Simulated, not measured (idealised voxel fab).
Process module name: voxel released beams
cross-section cut | 205 nm wide | cells 5 nm
Cross-section spec: square-cell grid; bands listed top down; each band is one or more rows.
First you get the band's top height and its bottom height, in nm, and then the materials it's made of, left to right, with each width in nm. If you see a single material with "all across", that one covers the band edge to edge. "blank" is empty space.
Height reference: 0 = level under which incoming wafer is all one material. Lowest band: no bottom, runs on downward, e.g. "0 -> down".
Per-row width for "30 to 40": begins at first number (top row of band), ends at second number (bottom row), increment between rows held constant.
Step marked "nothing was modified"? Then no cell in the cross-section changed in it.
"Unvented voids": sealed empty spaces, 8 cells or more, no open way to top, listed width x height at distance, with distance from the left edge and width, height and distance in nm.
On a step's line, text after the settings is the simulator commenting on that step.
overlay nm: right-of-plan distance of the mask on a masked step; negative values mean left-of-plan.

Below is the list of planned process steps:
| 1 | RECEIVE (material Si) |
| 2 | CONFORMAL_DEP (material Al2O3; thk nm 10) |
| 3 | DIRECTIONAL_DEP (material SiO2; thk nm 10) |
| 4 | DIRECTIONAL_DEP (material aC; thk nm 10) |
| 5 | PATTERN (tone open; mask id ANCHOR; material resist; width nm 25; thk nm 25; overlay nm 0) |
| 6 | DIRECTIONAL_ETCH (etch materials aC; depth nm 10) |
| 7 | STRIP (etch materials resist) |
| 8 | DIRECTIONAL_ETCH (etch materials SiO2; depth nm 10) |
| 9 | STRIP (etch materials aC) |
| 10 | CONFORMAL_DEP (material polySi; thk nm 15) |
| 11 | MASKED_ETCH (tone cover; mask id BEAM; width nm 85; etch materials polySi; depth nm 15; overlay nm 0) |
| 12 | STRIP (etch materials SiO2) |
For clarity, it should be stated that the wafers under discussion commence in an identical condition and differ with respect to the width nm of step 5, the plan indicating the value that the first wafer had.

Cross-section, first of several wafers, as delivered after step 1:
	0 -> down = Si all across
	Unvented voids: none

Below: a row per wafer. Contents at end of module: for every material, cells gained since receipt (+) or lost since receipt (-); then closed voids:
width nm 25, +82 Al2O3, +61 polySi, Unvented voids: none
width nm 30, +82 Al2O3, +63 polySi, Unvented voids: none
width nm 35, +82 Al2O3, +63 polySi, Unvented voids: none
width nm 40, +82 Al2O3, +63 polySi, Unvented voids: none
width nm 45, +82 Al2O3, +63 polySi, Unvented voids: none
width nm 50, +82 Al2O3, +63 polySi, Unvented voids: none
